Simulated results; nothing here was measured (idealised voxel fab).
process module | voxel self aligned contacts
cross-section cut | 280 nm wide | cells 5 nm
A cross-section is a grid of square cells, given in bands from the top down. A band is one or more rows of cells.
Each band's line starts with the height of the band's top and of its bottom, in nm. Then come its materials from left to right, each with its width in nm. One material with "throughout" fills the band from edge to edge. "air" is empty space.
Height 0 is the level under which the wafer as received is all one material. The lowest band goes on downwards, as in "0 down".
A width such as "30 to 40" changes by the same amount from each row of cells to the next, from the band's top row to its bottom row.
"no change" after a step means that no cell of the cross-section changed.
closed voids: empty space of 8 cells or more with no open way to the top, each as width x height at its distance from the left edge, in nm
after a step's settings: what the simulator itself notes on the step
overlay nm, on a step with a mask: how far to the right of its planned place the mask lay; to the left if negative
plan
1 op RECEIVE | material Si
2 op CONFORMAL_DEP | material SiO2 | thk nm 5
3 op DIRECTIONAL_DEP | material polySi | thk nm 20
4 op DIRECTIONAL_DEP | material SiN | thk nm 20
5 op MASKED_ETCH | tone cover | mask id GATE | width nm 25 | pitch nm 55 | etch materials SiN | depth nm 20 | overlay nm 0
6 op MASKED_ETCH | tone cover | mask id GATE | width nm 25 | pitch nm 55 | etch materials polySi | depth nm 20 | overlay nm 0
7 op CONFORMAL_DEP | material SiN | thk nm 5
8 op DIRECTIONAL_ETCH | etch materials SiN | depth nm 5
9 op FILL_DEP | material SiO2 | thk nm 15
10 op CMP | height nm 50
11 op MASKED_ETCH | tone open | mask id CONTACT | width nm 40 | pitch nm 55 | etch materials SiO2 | depth nm 50 | overlay nm 0
12 op CONFORMAL_DEP | material TiN | thk nm 5
13 op FILL_DEP | material W | thk nm 5
14 op CMP | height nm 50
15 op CONFORMAL_DEP | material SiCN | thk nm 5
first wafer, as planned
as received, after step 1
  0 down: Si throughout
  closed voids: none
after step 2
  5 to 0: SiO2 throughout
  below 0: unchanged
after step 3
  25 to 5: polySi throughout
  below 5: unchanged
after step 4
  45 to 25: SiN throughout
  below 25: unchanged
after step 5
  45 to 25: air 70 | SiN 25 | air 30 | SiN 25 | air 30 | SiN 25 | air 75
  below 25: unchanged
after step 6
  45 to 25: air 70 | SiN 25 | air 30 | SiN 25 | air 30 | SiN 25 | air 75
  25 to 5: air 70 | polySi 25 | air 30 | polySi 25 | air 30 | polySi 25 | air 75
  below 5: unchanged
after step 7
  50 to 25: air 65 | SiN 35 | air 20 | SiN 35 | air 20 | SiN 35 | air 70
  25 to 10: air 65 | SiN 5 | polySi 25 | SiN 5 | air 20 | SiN 5 | polySi 25 | SiN 5 | air 20 | SiN 5 | polySi 25 | SiN 5 | air 70
  10 to 5: SiN 70 | polySi 25 | SiN 30 | polySi 25 | SiN 30 | polySi 25 | SiN 75
  below 5: unchanged
after step 8
  45 to 25: air 65 | SiN 35 | air 20 | SiN 35 | air 20 | SiN 35 | air 70
  25 to 5: air 65 | SiN 5 | polySi 25 | SiN 5 | air 20 | SiN 5 | polySi 25 | SiN 5 | air 20 | SiN 5 | polySi 25 | SiN 5 | air 70
  below 5: unchanged
after step 9
  60 to 45: SiO2 throughout
  45 to 25: SiO2 65 | SiN 35 | SiO2 20 | SiN 35 | SiO2 20 | SiN 35 | SiO2 70
  25 to 5: SiO2 65 | SiN 5 | polySi 25 | SiN 5 | SiO2 20 | SiN 5 | polySi 25 | SiN 5 | SiO2 20 | SiN 5 | polySi 25 | SiN 5 | SiO2 70
  below 5: unchanged
after step 10
  50 to 45: SiO2 throughout
  below 45: unchanged
after step 11
  50 to 45: SiO2 90 | air 40 | SiO2 15 | air 40 | SiO2 95
  45 to 25: SiO2 65 | SiN 35 | air 20 | SiN 35 | air 20 | SiN 35 | SiO2 70
  25 to 5: SiO2 65 | SiN 5 | polySi 25 | SiN 5 | air 20 | SiN 5 | polySi 25 | SiN 5 | air 20 | SiN 5 | polySi 25 | SiN 5 | SiO2 70
  5 to 0: SiO2 100 | air 20 | SiO2 35 | air 20 | SiO2 105
  below 0: unchanged
after step 12
  55 to 50: TiN 95 | air 30 | TiN 25 | air 30 | TiN 100
  50 to 45: SiO2 90 | TiN 15 | air 10 | TiN 15 | SiO2 15 | TiN 15 | air 10 | TiN 15 | SiO2 95
  45 to 25: SiO2 65 | SiN 35 | TiN 5 | air 10 | TiN 5 | SiN 35 | TiN 5 | air 10 | TiN 5 | SiN 35 | SiO2 70
  25 to 5: SiO2 65 | SiN 5 | polySi 25 | SiN 5 | TiN 5 | air 10 | TiN 5 | SiN 5 | polySi 25 | SiN 5 | TiN 5 | air 10 | TiN 5 | SiN 5 | polySi 25 | SiN 5 | SiO2 70
  5 to 0: SiO2 100 | TiN 20 | SiO2 35 | TiN 20 | SiO2 105
  below 0: unchanged
after step 13
  60 to 55: W throughout
  55 to 50: TiN 95 | W 30 | TiN 25 | W 30 | TiN 100
  50 to 45: SiO2 90 | TiN 15 | W 10 | TiN 15 | SiO2 15 | TiN 15 | W 10 | TiN 15 | SiO2 95
  45 to 25: SiO2 65 | SiN 35 | TiN 5 | W 10 | TiN 5 | SiN 35 | TiN 5 | W 10 | TiN 5 | SiN 35 | SiO2 70
  25 to 5: SiO2 65 | SiN 5 | polySi 25 | SiN 5 | TiN 5 | W 10 | TiN 5 | SiN 5 | polySi 25 | SiN 5 | TiN 5 | W 10 | TiN 5 | SiN 5 | polySi 25 | SiN 5 | SiO2 70
  below 5: unchanged
after step 14
  50 to 45: SiO2 90 | TiN 15 | W 10 | TiN 15 | SiO2 15 | TiN 15 | W 10 | TiN 15 | SiO2 95
  below 45: unchanged
after step 15
  55 to 50: SiCN throughout
  below 50: unchanged
second wafer: like start, like plan, one mistake. Through step 4 it matches the first wafer
when step 5 should have ended
  45 to 25: air 80 | SiN 25 | air 30 | SiN 25 | air 30 | SiN 25 | air 65
  below 25: unchanged
when step 6 should have ended
  45 to 25: air 80 | SiN 25 | air 30 | SiN 25 | air 30 | SiN 25 | air 65
  25 to 5: air 70 | polySi 35 | air 20 | polySi 35 | air 20 | polySi 35 | air 65
  below 5: unchanged
when step 7 should have ended
  50 to 30: air 75 | SiN 35 | air 20 | SiN 35 | air 20 | SiN 35 | air 60
  30 to 25: air 65 | SiN 45 | air 10 | SiN 45 | air 10 | SiN 45 | air 60
  25 to 10: air 65 | SiN 5 | polySi 35 | SiN 5 | air 10 | SiN 5 | polySi 35 | SiN 5 | air 10 | SiN 5 | polySi 35 | SiN 5 | air 60
  10 to 5: SiN 70 | polySi 35 | SiN 20 | polySi 35 | SiN 20 | polySi 35 | SiN 65
  below 5: unchanged
when step 8 should have ended
  45 to 25: air 75 | SiN 35 | air 20 | SiN 35 | air 20 | SiN 35 | air 60
  25 to 5: air 65 | SiN 5 | polySi 35 | SiN 5 | air 10 | SiN 5 | polySi 35 | SiN 5 | air 10 | SiN 5 | polySi 35 | SiN 5 | air 60
  below 5: unchanged
when step 9 should have ended
  60 to 45: SiO2 throughout
  45 to 25: SiO2 75 | SiN 35 | SiO2 20 | SiN 35 | SiO2 20 | SiN 35 | SiO2 60
  25 to 5: SiO2 65 | SiN 5 | polySi 35 | SiN 5 | SiO2 10 | SiN 5 | polySi 35 | SiN 5 | SiO2 10 | SiN 5 | polySi 35 | SiN 5 | SiO2 60
  below 5: unchanged
when step 10 should have ended
  50 to 45: SiO2 throughout
  below 45: unchanged
when step 11 should have ended
  50 to 45: SiO2 90 | air 40 | SiO2 15 | air 40 | SiO2 95
  45 to 25: SiO2 75 | SiN 35 | air 20 | SiN 35 | air 20 | SiN 35 | SiO2 60
  25 to 5: SiO2 65 | SiN 5 | polySi 35 | SiN 5 | air 10 | SiN 5 | polySi 35 | SiN 5 | air 10 | SiN 5 | polySi 35 | SiN 5 | SiO2 60
  5 to 0: SiO2 110 | air 10 | SiO2 45 | air 10 | SiO2 105
  below 0: unchanged
when step 12 should have ended
  55 to 50: TiN 95 | air 30 | TiN 25 | air 30 | TiN 100
  50 to 45: SiO2 90 | TiN 25 | air 10 | TiN 5 | SiO2 15 | TiN 25 | air 10 | TiN 5 | SiO2 95
  45 to 30: SiO2 75 | SiN 35 | TiN 5 | air 10 | TiN 5 | SiN 35 | TiN 5 | air 10 | TiN 5 | SiN 35 | SiO2 60
  30 to 25: SiO2 75 | SiN 35 | TiN 20 | SiN 35 | TiN 20 | SiN 35 | SiO2 60
  25 to 5: SiO2 65 | SiN 5 | polySi 35 | SiN 5 | TiN 10 | SiN 5 | polySi 35 | SiN 5 | TiN 10 | SiN 5 | polySi 35 | SiN 5 | SiO2 60
  5 to 0: SiO2 110 | TiN 10 | SiO2 45 | TiN 10 | SiO2 105
  below 0: unchanged
when step 13 should have ended
  60 to 55: W throughout
  55 to 50: TiN 95 | W 30 | TiN 25 | W 30 | TiN 100
  50 to 45: SiO2 90 | TiN 25 | W 10 | TiN 5 | SiO2 15 | TiN 25 | W 10 | TiN 5 | SiO2 95
  45 to 30: SiO2 75 | SiN 35 | TiN 5 | W 10 | TiN 5 | SiN 35 | TiN 5 | W 10 | TiN 5 | SiN 35 | SiO2 60
  below 30: unchanged
when step 14 should have ended
  50 to 45: SiO2 90 | TiN 25 | W 10 | TiN 5 | SiO2 15 | TiN 25 | W 10 | TiN 5 | SiO2 95
  below 45: unchanged
when step 15 should have ended
  55 to 50: SiCN throughout
  below 50: unchanged
what went wrong: step 5 ran as: op MASKED_ETCH | tone cover | mask id GATE | width nm 25 | pitch nm 55 | etch materials SiN | depth nm 20 | overlay nm 10
at the end the second wafer has, in cells: 4 fewer of SiO2 | 20 fewer of W | 24 more of polySi
